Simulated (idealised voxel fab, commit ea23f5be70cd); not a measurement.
process module | voxel self aligned vias
cross-section cut | 235 nm wide | cells 5 nm
A cross-section is a grid of square cells, given in bands from the top down. A band is one or more rows of cells.
Each band's line starts with the height of the band's top and of its bottom, in nm. Then come its materials from left to right, each with its width in nm. One material with "throughout" fills the band from edge to edge. "air" is empty space.
Height 0 is the level under which the wafer as received is all one material. The lowest band goes on downwards, as in "0 down".
A width such as "30 to 40" changes by the same amount from each row of cells to the next, from the band's top row to its bottom row.
"no change" after a step means that no cell of the cross-section changed.
closed voids: empty space of 8 cells or more with no open way to the top, each as width x height at its distance from the left edge, in nm
after a step's settings: what the simulator itself notes on the step
overlay nm, on a step with a mask: how far to the right of its planned place the mask lay; to the left if negative
plan
1 op RECEIVE | material Si
2 op CONFORMAL_DEP | material SiO2 | thk nm 10
3 op CONFORMAL_DEP | material SiCN | thk nm 5
4 op DIRECTIONAL_DEP | material SiO2 | thk nm 20
5 op PATTERN | tone open | mask id LINES | material resist | width nm 20 | pitch nm 60 | thk nm 20 | overlay nm 0
6 op DIRECTIONAL_ETCH | etch materials SiO2 | depth nm 20
7 op STRIP | etch materials resist
8 op CONFORMAL_DEP | material TiN | thk nm 5
9 op FILL_DEP | material Ru | thk nm 5
10 op CMP | height nm 35
11 op SELECTIVE_ETCH | etch materials W Ru TiN | depth nm 10
12 op FILL_DEP | material SiN | thk nm 5
13 op CMP | height nm 35
14 op DIRECTIONAL_DEP | material SiO2 | thk nm 20
15 op DIRECTIONAL_DEP | material aC | thk nm 15
16 op PATTERN | tone open | mask id VIAS | material resist | width nm 30 | thk nm 35 | overlay nm 0
17 op DIRECTIONAL_ETCH | etch materials aC | depth nm 15
18 op STRIP | etch materials resist
19 op DIRECTIONAL_ETCH | etch materials SiO2 | depth nm 20
20 op DIRECTIONAL_ETCH | etch materials SiN | depth nm 10
21 op STRIP | etch materials aC
22 op CONFORMAL_DEP | material TiN | thk nm 5
23 op FILL_DEP | material Ru | thk nm 5
24 op CMP | height nm 55
25 op CONFORMAL_DEP | material SiN | thk nm 5
as received, after step 1
  0 down: Si throughout
  closed voids: none
a wafer at the end: this start, this plan, one mistake
  60 to 55: SiN throughout
  55 to 40: SiO2 70 | TiN 5 | Ru 20 | TiN 5 | SiO2 135
  40 to 35: SiO2 70 | TiN 10 | Ru 10 | TiN 10 | SiO2 135
  35 to 30: SiO2 75 | TiN 5 | Ru 10 | TiN 5 | SiO2 40 | SiN 20 | SiO2 80
  30 to 25: SiO2 75 | TiN 20 | SiO2 40 | SiN 20 | SiO2 80
  25 to 20: SiO2 75 | TiN 5 | Ru 10 | TiN 5 | SiO2 40 | TiN 5 | Ru 10 | TiN 5 | SiO2 80
  20 to 15: SiO2 75 | TiN 20 | SiO2 40 | TiN 20 | SiO2 80
  15 to 5: SiO2 throughout
  5 to 0: SiCN throughout
  0 down: Si throughout
  closed voids: none
what went wrong: steps 2 and 3 were swapped
